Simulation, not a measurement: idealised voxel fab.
Module name: voxel transistor to metal (process module)
295 nm wide, 5 nm square cells: that's cross-section cut.
When this document writes out a cross-section, it uses a grid of square cells and lists it as bands, beginning at the top and moving down, with a band standing for one or more rows of cells. Band: top height; bottom height; in nm. Then, left to right: material with width in nm, for each material. "everywhere": a single material spanning edge to edge. "blank": empty space. Heights are reckoned from 0. Under this level, the received wafer is all of one material. The bottommost band is open-ended downward, for example "z 0 and below". Width: "30 to 40" (first number = top row, second number = bottom row, same change from row to row of cells). The cross-section has no changed cell in any step marked "stayed the same". Closed-off voids of 8+ cells (no open route to the top) go in "Trapped void list", written width x height at distance from the left edge, in nm. On a step's line, text after the settings is the simulator commenting on that step. The setting "overlay nm" may be written on the line of a step. When the step uses a mask, the value reports how far to the right of the planned place the mask lay, and a negative value reports that it lay to the left.
# Below is the list of planned process steps
- 1: RECEIVE,material Si
- 2: CONFORMAL_DEP,material SiO2,thk nm 5
- 3: CONFORMAL_DEP,material SiN,thk nm 10
- 4: MASKED_ETCH,tone cover,mask id ACTIVE,width nm 110,pitch nm 140,etch materials SiN,depth nm 10,overlay nm 0
- 5: MASKED_ETCH,tone cover,mask id ACTIVE,width nm 110,pitch nm 140,etch materials SiO2,depth nm 5,overlay nm 0
- 6: MASKED_ETCH,tone cover,mask id ACTIVE,width nm 110,pitch nm 140,etch materials Si,depth nm 20,overlay nm 0
- 7: FILL_DEP,material SiO2,thk nm 5
- 8: CMP,height nm 15
- 9: SELECTIVE_ETCH,etch materials SiO2,depth nm 5
- 10: STRIP,etch materials SiN
- 11: SELECTIVE_ETCH,etch materials SiO2,depth nm 5
- 12: OXIDIZE,depth nm 5
- 13: DIRECTIONAL_DEP,material polySi,thk nm 30
- 14: DIRECTIONAL_DEP,material SiCN,thk nm 10
- 15: MASKED_ETCH,tone cover,mask id GATE,width nm 20,pitch nm 140,etch materials SiCN,depth nm 20,overlay nm 0
- 16: MASKED_ETCH,tone cover,mask id GATE,width nm 20,pitch nm 140,etch materials polySi,depth nm 40,overlay nm 0
- 17: CONFORMAL_DEP,material SiO2,thk nm 5
- 18: DIRECTIONAL_ETCH,etch materials SiO2,depth nm 5
- 19: CONFORMAL_DEP,material SiN,thk nm 10
- 20: DIRECTIONAL_ETCH,etch materials SiN,depth nm 10
- 21: DIRECTIONAL_ETCH,etch materials SiO2,depth nm 5
- 22: DIRECTIONAL_ETCH,etch materials Si,depth nm 15
- 23: EPI,material pSi,thk nm 15
- 24: FILL_DEP,material SiO2,thk nm 10
- 25: CMP,height nm 40
- 26: DIRECTIONAL_DEP,material SiO2,thk nm 15
- 27: PATTERN,tone open,mask id CONTACT,material resist,width nm 20,thk nm 20,overlay nm 0
- 28: DIRECTIONAL_ETCH,etch materials SiO2,depth nm 45
- 29: STRIP,etch materials resist
- 30: CONFORMAL_DEP,material TiN,thk nm 5
- 31: FILL_DEP,material Ru,thk nm 5
- 32: CMP,height nm 55
- 33: CONFORMAL_DEP,material SiCN,thk nm 5
- 34: DIRECTIONAL_DEP,material SiO2,thk nm 20
- 35: DIRECTIONAL_DEP,material aC,thk nm 10
- 36: PATTERN,tone open,mask id METAL_1,material resist,width nm 20,thk nm 30,overlay nm 0
- 37: DIRECTIONAL_ETCH,etch materials aC,depth nm 10
- 38: STRIP,etch materials resist
- 39: DIRECTIONAL_ETCH,etch materials SiO2,depth nm 20
- 40: DIRECTIONAL_ETCH,etch materials SiCN,depth nm 5
- 41: STRIP,etch materials aC
- 42: CONFORMAL_DEP,material TiN,thk nm 5
- 43: FILL_DEP,material Cu,thk nm 5
- 44: CMP,height nm 80
- 45: CONFORMAL_DEP,material SiCN,thk nm 5
# Incoming wafer in cross-section (state: after step 1)
> z 0 and below  Si everywhere
> Trapped void list: none
# Module complete - cross-section of the first of two wafers, run according to plan
> z 85 to 80  SiCN everywhere
> z 80 to 60  25 SiO2 / 5 TiN / 10 Cu / 5 TiN / 60 SiO2 / 5 TiN / 10 Cu / 5 TiN / 40 SiO2 / 5 TiN / 10 Cu / 5 TiN / 60 SiO2 / 5 TiN / 10 Cu / 5 TiN / 30 SiO2
> z 60 to 55  25 SiCN / 20 TiN / 60 SiCN / 20 TiN / 40 SiCN / 20 TiN / 60 SiCN / 20 TiN / 30 SiCN
> z 55 to 40  25 SiO2 / 5 TiN / 10 Ru / 5 TiN / 60 SiO2 / 5 TiN / 10 Ru / 5 TiN / 40 SiO2 / 5 TiN / 10 Ru / 5 TiN / 60 SiO2 / 5 TiN / 10 Ru / 5 TiN / 30 SiO2
> z 40 to 30  25 SiO2 / 5 TiN / 10 Ru / 5 TiN / 5 SiO2 / 10 SiN / 5 SiO2 / 20 SiCN / 5 SiO2 / 10 SiN / 5 SiO2 / 5 TiN / 10 Ru / 5 TiN / 40 SiO2 / 5 TiN / 10 Ru / 5 TiN / 5 SiO2 / 10 SiN / 5 SiO2 / 20 SiCN / 5 SiO2 / 10 SiN / 5 SiO2 / 5 TiN / 10 Ru / 5 TiN / 30 SiO2
> z 30 to 15  25 SiO2 / 5 TiN / 10 Ru / 5 TiN / 5 SiO2 / 10 SiN / 5 SiO2 / 20 polySi / 5 SiO2 / 10 SiN / 5 SiO2 / 5 TiN / 10 Ru / 5 TiN / 40 SiO2 / 5 TiN / 10 Ru / 5 TiN / 5 SiO2 / 10 SiN / 5 SiO2 / 20 polySi / 5 SiO2 / 10 SiN / 5 SiO2 / 5 TiN / 10 Ru / 5 TiN / 30 SiO2
> z 15 to 10  25 SiO2 / 20 TiN / 5 SiO2 / 10 SiN / 5 SiO2 / 20 polySi / 5 SiO2 / 10 SiN / 5 SiO2 / 20 TiN / 40 SiO2 / 20 TiN / 5 SiO2 / 10 SiN / 5 SiO2 / 20 polySi / 5 SiO2 / 10 SiN / 5 SiO2 / 20 TiN / 30 SiO2
> z 10 to 5  25 SiO2 / 25 pSi / 10 SiN / 5 SiO2 / 20 polySi / 5 SiO2 / 10 SiN / 25 pSi / 40 SiO2 / 25 pSi / 10 SiN / 5 SiO2 / 20 polySi / 5 SiO2 / 10 SiN / 25 pSi / 30 SiO2
> z 5 to 0  20 SiO2 / 10 SiN / 20 pSi / 10 SiN / 5 SiO2 / 20 polySi / 5 SiO2 / 10 SiN / 20 pSi / 10 SiN / 30 SiO2 / 10 SiN / 20 pSi / 10 SiN / 5 SiO2 / 20 polySi / 5 SiO2 / 10 SiN / 20 pSi / 10 SiN / 25 SiO2
> z 0 to -5  30 SiO2 / 20 pSi / 50 SiO2 / 20 pSi / 50 SiO2 / 20 pSi / 50 SiO2 / 20 pSi / 35 SiO2
> z -5 to -20  20 SiO2 / 10 Si / 20 pSi / 50 Si / 20 pSi / 10 Si / 30 SiO2 / 10 Si / 20 pSi / 50 Si / 20 pSi / 10 Si / 25 SiO2
> z -20 and below  Si everywhere
> Trapped void list: none
# This is the second of the two wafers, cross-sectioned at the end of the module; it started exactly like the first and was given the same plan, but it was run with one mistake
> z 85 to 80  SiCN everywhere
> z 80 to 60  25 SiO2 / 5 TiN / 10 Cu / 5 TiN / 60 SiO2 / 5 TiN / 10 Cu / 5 TiN / 40 SiO2 / 5 TiN / 10 Cu / 5 TiN / 60 SiO2 / 5 TiN / 10 Cu / 5 TiN / 30 SiO2
> z 60 to 55  25 SiCN / 20 TiN / 60 SiCN / 20 TiN / 40 SiCN / 20 TiN / 60 SiCN / 20 TiN / 30 SiCN
> z 55 to 40  25 SiO2 / 5 TiN / 10 Ru / 5 TiN / 60 SiO2 / 5 TiN / 10 Ru / 5 TiN / 40 SiO2 / 5 TiN / 10 Ru / 5 TiN / 60 SiO2 / 5 TiN / 10 Ru / 5 TiN / 30 SiO2
> z 40 to 30  25 SiO2 / 5 TiN / 10 Ru / 5 TiN / 20 SiO2 / 20 SiCN / 20 SiO2 / 5 TiN / 10 Ru / 5 TiN / 40 SiO2 / 5 TiN / 10 Ru / 5 TiN / 20 SiO2 / 20 SiCN / 20 SiO2 / 5 TiN / 10 Ru / 5 TiN / 30 SiO2
> z 30 to 15  25 SiO2 / 5 TiN / 10 Ru / 5 TiN / 20 SiO2 / 20 polySi / 20 SiO2 / 5 TiN / 10 Ru / 5 TiN / 40 SiO2 / 5 TiN / 10 Ru / 5 TiN / 20 SiO2 / 20 polySi / 20 SiO2 / 5 TiN / 10 Ru / 5 TiN / 30 SiO2
> z 15 to 10  25 SiO2 / 20 TiN / 20 SiO2 / 20 polySi / 20 SiO2 / 20 TiN / 40 SiO2 / 20 TiN / 20 SiO2 / 20 polySi / 20 SiO2 / 20 TiN / 30 SiO2
> z 10 to 0  45 SiO2 / 15 pSi / 5 SiO2 / 20 polySi / 5 SiO2 / 15 pSi / 80 SiO2 / 15 pSi / 5 SiO2 / 20 polySi / 5 SiO2 / 15 pSi / 50 SiO2
> z 0 to -5  45 SiO2 / 15 pSi / 30 SiO2 / 15 pSi / 80 SiO2 / 15 pSi / 30 SiO2 / 15 pSi / 50 SiO2
> z -5 to -20  20 SiO2 / 40 pSi / 30 Si / 40 pSi / 30 SiO2 / 40 pSi / 30 Si / 40 pSi / 25 SiO2
> z -20 and below  Si everywhere
> Trapped void list: none
Which mistake was made when the wafer was run? with respect to the plan, step 19 was omitted and not executed
at the end the second wafer has, in cells: 48 fewer of Si, 72 fewer of SiN, 88 more of SiO2, 32 more of pSi
